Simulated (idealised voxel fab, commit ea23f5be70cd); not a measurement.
The process module that follows is named voxel air gaps.
Xsec cut, 260 nm wide, square cell size 5 nm.
Reading order for cross-sections: top band down to bottom band. Underlying form: a grid of square cells. Band size: one or more rows of cells. Band: top and bottom heights (nm) first, top before bottom; then materials from left to right, widths in nm. "full width" marks a sole material filling the band edge to edge. "blank" denotes empty space. All heights in this document are referenced to 0, defined as the level beneath which the wafer, as received, consists entirely of one material. The lowest band is not bounded below; it extends indefinitely downward and is written in the form "0 nm and below". Graded width ("30..40"): value in top row of band = first number; value in bottom row = second number; row-to-row change constant. No cell of the cross-section changed in a step that is given as "everything unchanged". If an empty space has no open way to the top and is at least 8 cells in size, "Enclosed empty spaces" lists it, written width x height at distance, where distance is measured from the left edge and every value is in nm. That trailing text on a step's line, after the settings, is the simulator's own remark on the step. For masked steps, "overlay nm" on the step line gives how far right of plan the mask actually lay; a minus sign means it lay to the left.
Below is the list of planned process steps
step 1: RECEIVE | material Si
step 2: CONFORMAL_DEP | material SiO2 | thk nm 10
step 3: CONFORMAL_DEP | material SiCN | thk nm 5
step 4: DIRECTIONAL_DEP | material SiO2 | thk nm 35
step 5: DIRECTIONAL_DEP | material aC | thk nm 15
step 6: PATTERN | tone open | mask id LINES | material resist | width nm 25 | pitch nm 50 | thk nm 35 | overlay nm 0
step 7: DIRECTIONAL_ETCH | etch materials aC | depth nm 15
step 8: STRIP | etch materials resist
step 9: DIRECTIONAL_ETCH | etch materials SiO2 | depth nm 35
step 10: STRIP | etch materials aC
step 11: CONFORMAL_DEP | material TiN | thk nm 5
step 12: FILL_DEP | material W | thk nm 10
step 13: CMP | height nm 50
step 14: EPI | material Ru | thk nm 10
step 15: SELECTIVE_ETCH | etch materials SiO2 | depth nm 45
step 16: CONFORMAL_DEP | material SiCN | thk nm 5
Cross-section, incoming material, after step 1
- 0 nm and below | Si full width
- Enclosed empty spaces: none
End-of-module cross-section. Starting structure and process plan as above; one mistake made in running it
- 65 nm to 60 nm | SiCN full width
- 60 nm to 50 nm | Ru 50 nm  SiCN 5 nm  Ru 45 nm  SiCN 5 nm  Ru 45 nm  SiCN 5 nm  Ru 45 nm  SiCN 5 nm  Ru 55 nm
- 50 nm to 45 nm | W 35 nm  TiN 5 nm  SiCN 25 nm  TiN 5 nm  W 15 nm  TiN 5 nm  SiCN 25 nm  TiN 5 nm  W 15 nm  TiN 5 nm  SiCN 25 nm  TiN 5 nm  W 15 nm  TiN 5 nm  SiCN 25 nm  TiN 5 nm  W 40 nm
- 45 nm to 20 nm | W 35 nm  TiN 5 nm  SiCN 5 nm  blank 15 nm  SiCN 5 nm  TiN 5 nm  W 15 nm  TiN 5 nm  SiCN 5 nm  blank 15 nm  SiCN 5 nm  TiN 5 nm  W 15 nm  TiN 5 nm  SiCN 5 nm  blank 15 nm  SiCN 5 nm  TiN 5 nm  W 15 nm  TiN 5 nm  SiCN 5 nm  blank 15 nm  SiCN 5 nm  TiN 5 nm  W 40 nm
- 20 nm to 15 nm | TiN 40 nm  SiCN 25 nm  TiN 25 nm  SiCN 25 nm  TiN 25 nm  SiCN 25 nm  TiN 25 nm  SiCN 25 nm  TiN 45 nm
- 15 nm to 10 nm | SiCN full width
- 10 nm to 0 nm | SiO2 full width
- 0 nm and below | Si full width
- Enclosed empty spaces: 15 x 25 at 45; 15 x 25 at 95; 15 x 25 at 145; 15 x 25 at 195
What broke from the plan during processing? step 6 went in with a setting other than planned; the actual run was PATTERN | tone cover | mask id LINES | material resist | width nm 25 | pitch nm 50 | thk nm 35 | overlay nm 0
